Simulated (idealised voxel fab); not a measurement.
Name of the process module below: voxel self aligned contacts
Displayed cross-section: cut, width of 300 nm, square cells sized 5 nm.
Format of a cross-section: grid, square cells. Given as bands. Order: top down. Band: one or more rows of cells. Heads up on the band format: heights come first, top then bottom, in nm. After that it's the materials left to right, each with its width in nm. A single material flagged "full width" fills the whole band edge to edge, and "empty" means there's empty space there. Counting heights begins at 0, where everything beneath is, in the wafer as received, one material. The lowest band has no bottom; it goes on downwards, as "0 -> down" shows. With a width like "30->40", each row of cells in the band differs from the next by the same amount, the top row carrying the first number and the bottom row the second. Reading "everything unchanged" for a step: not a cell of the cross-section changed in it. The list in "Sealed void inventory" covers empty spaces of 8 cells or more that cannot reach the top through any open way, and it gives each as width x height at distance; the distance is from the left edge, and width, height and distance are in nm. Note: text after step settings on the step line = simulator remark on that step. A step line may carry the setting "overlay nm", which, for steps involving a mask, states the distance by which the mask lay to the right of its intended position; negative values denote displacement to the left.
The process steps that were planned are listed below
- 1: op RECEIVE | material Si
- 2: op OXIDIZE | depth nm 5
- 3: op DIRECTIONAL_DEP | material polySi | thk nm 30
- 4: op DIRECTIONAL_DEP | material SiN | thk nm 20
- 5: op DIRECTIONAL_DEP | material aC | thk nm 10
- 6: op PATTERN | tone cover | mask id GATE | material resist | width nm 30 | pitch nm 65 | thk nm 30 | overlay nm 0
- 7: op DIRECTIONAL_ETCH | etch materials aC | depth nm 10
- 8: op STRIP | etch materials resist
- 9: op DIRECTIONAL_ETCH | etch materials SiN | depth nm 20
- 10: op DIRECTIONAL_ETCH | etch materials polySi | depth nm 30
- 11: op STRIP | etch materials aC
- 12: op CONFORMAL_DEP | material SiN | thk nm 5
- 13: op DIRECTIONAL_ETCH | etch materials SiN | depth nm 5
- 14: op FILL_DEP | material SiO2 | thk nm 10
- 15: op CMP | height nm 55
- 16: op MASKED_ETCH | tone open | mask id CONTACT | width nm 45 | pitch nm 65 | etch materials SiO2 | depth nm 60 | overlay nm 0
- 17: op CONFORMAL_DEP | material TiN | thk nm 5
- 18: op FILL_DEP | material Ru | thk nm 10
- 19: op CMP | height nm 55
- 20: op CONFORMAL_DEP | material SiN | thk nm 5
Wafer cross-section on receipt, i.e. after step 1
0 -> down  Si full width
Sealed void inventory: none
Result of the module, cross-sectioned: start per above, plan per above, one error in how it was run
60 -> 55  SiN full width
55 -> 50  SiO2: 100, TiN: 10, Ru: 15, TiN: 15, SiO2: 25, TiN: 10, Ru: 15, TiN: 15, SiO2: 95
50 -> 30  SiO2: 65, SiN: 40, TiN: 5, Ru: 15, TiN: 5, SiN: 40, TiN: 5, Ru: 15, TiN: 5, SiN: 40, SiO2: 65
30 -> 0  SiO2: 65, SiN: 5, polySi: 30, SiN: 5, TiN: 5, Ru: 15, TiN: 5, SiN: 5, polySi: 30, SiN: 5, TiN: 5, Ru: 15, TiN: 5, SiN: 5, polySi: 30, SiN: 5, SiO2: 65
0 -> -5  SiO2: 105, TiN: 25, SiO2: 40, TiN: 25, SiO2: 105
-5 -> down  Si full width
Sealed void inventory: none
So what did we get wrong on this run? for step 16, the planned setting was not used; the step was instead run as op MASKED_ETCH | tone open | mask id CONTACT | width nm 40 | pitch nm 65 | etch materials SiO2 | depth nm 60 | overlay nm 0
